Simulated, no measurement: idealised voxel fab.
process module | voxel tone inversion
cross-section cut | 155 nm wide | cells 5 nm
A cross-section is a grid of square cells, given in bands from the top down. A band is one or more rows of cells.
Each band's line starts with the height of the band's top and of its bottom, in nm. Then come its materials from left to right, each with its width in nm. One material with "throughout" fills the band from edge to edge. "air" is empty space.
Height 0 is the level under which the wafer as received is all one material. The lowest band goes on downwards, as in "0 down".
A width such as "30 to 40" changes by the same amount from each row of cells to the next, from the band's top row to its bottom row.
"no change" after a step means that no cell of the cross-section changed.
closed voids: empty space of 8 cells or more with no open way to the top, each as width x height at its distance from the left edge, in nm
after a step's settings: what the simulator itself notes on the step
overlay nm, on a step with a mask: how far to the right of its planned place the mask lay; to the left if negative
plan
1 op RECEIVE | material Si
2 op CONFORMAL_DEP | material SiN | thk nm 5
3 op DIRECTIONAL_DEP | material polySi | thk nm 25
4 op PATTERN | tone cover | mask id POSTS | material resist | width nm 15 | pitch nm 45 | thk nm 30 | overlay nm 0
5 op DIRECTIONAL_ETCH | etch materials polySi | depth nm 25
6 op STRIP | etch materials resist
7 op FILL_DEP | material SiO2 | thk nm 10
8 op CMP | height nm 30
9 op STRIP | etch materials polySi
10 op CONFORMAL_DEP | material TiN | thk nm 5
11 op FILL_DEP | material W | thk nm 10
12 op CMP | height nm 30
13 op CONFORMAL_DEP | material SiN | thk nm 5
as received, after step 1
  0 down: Si throughout
  closed voids: none
a wafer at the end: this start, this plan, one mistake
  35 to 25: SiN throughout
  25 to 0: polySi throughout
  0 down: Si throughout
  closed voids: none
what went wrong: steps 2 and 3 were swapped
